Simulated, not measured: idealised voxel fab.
Proc. module: voxel ribs on slabs
This is section cut - it's 155 nm across, gridded in 5 nm square cells.
Format of a cross-section: grid, square cells. Given as bands. Order: top down. Band: one or more rows of cells. Top height, bottom height, nm. Materials left to right, width each, nm. Single material + "throughout" = fills band edge to edge. "blank" = empty. A quick word on heights: they are counted from 0, and under that level the wafer as it came to us is one material throughout. The lowest band is different from the rest in having no bottom; it simply continues downward, written as in "0 and below". The notation "30->40" denotes a width that varies across the rows of cells in the band, beginning at the first number in the top row, finishing at the second number in the bottom row, and changing by an identical amount from each row to the next. When a step is marked "remains unaltered", none of the cells in the cross-section changed during that step. Enclosed voids (no open way to top), threshold 8 cells or more, entry "Cavities, sealed", notation width x height at distance, distance from left edge, nm. Formally, on a step line, whatever follows the settings is a remark that the simulator itself makes on the step. overlay nm: how far to the right of its planned place the mask lay on this masked step (negative: to the left).
STEPS PLANNED FOR THE PROCESS
1. op RECEIVE | material Si
2. op DIRECTIONAL_DEP | material SiO2 | thk nm 20
3. op DIRECTIONAL_DEP | material polySi | thk nm 20
4. op PATTERN | tone cover | mask id RIB | material resist | width nm 20 | thk nm 20 | overlay nm 0
5. op DIRECTIONAL_ETCH | etch materials polySi | depth nm 15
6. op STRIP | etch materials resist
7. op PATTERN | tone cover | mask id SLAB | material resist | width nm 60 | thk nm 20 | overlay nm 0
8. op DIRECTIONAL_ETCH | etch materials polySi | depth nm 5
9. op STRIP | etch materials resist
10. op FILL_DEP | material SiO2 | thk nm 25
11. op CMP | height nm 50
12. op DIRECTIONAL_DEP | material W | thk nm 5
13. op PATTERN | tone cover | mask id HEATER | material resist | width nm 30 | thk nm 15 | overlay nm 0
14. op DIRECTIONAL_ETCH | etch materials W | depth nm 5
15. op STRIP | etch materials resist
16. op CONFORMAL_DEP | material SiO2 | thk nm 5
Across this set of wafers, the varied parameter is the height nm of step 11. Starting conditions are identical for every wafer, and the plan reports the value assigned to the first wafer.
FIRST OF SEVERAL WAFERS, RECEIVED AFTER STEP 1, IN CROSS-SECTION
  0 and below: Si throughout
  Cavities, sealed: none
EACH WAFER AT THE END: CELLS OF EACH MATERIAL GAINED (+) OR LOST (-) SINCE IT WAS RECEIVED, THEN ITS CLOSED VOIDS
height nm 50; +319 SiO2; +6 W; +24 polySi; Cavities, sealed: none
height nm 55; +350 SiO2; +6 W; +24 polySi; Cavities, sealed: none
height nm 60; +381 SiO2; +6 W; +24 polySi; Cavities, sealed: none
height nm 65; +412 SiO2; +6 W; +24 polySi; Cavities, sealed: none
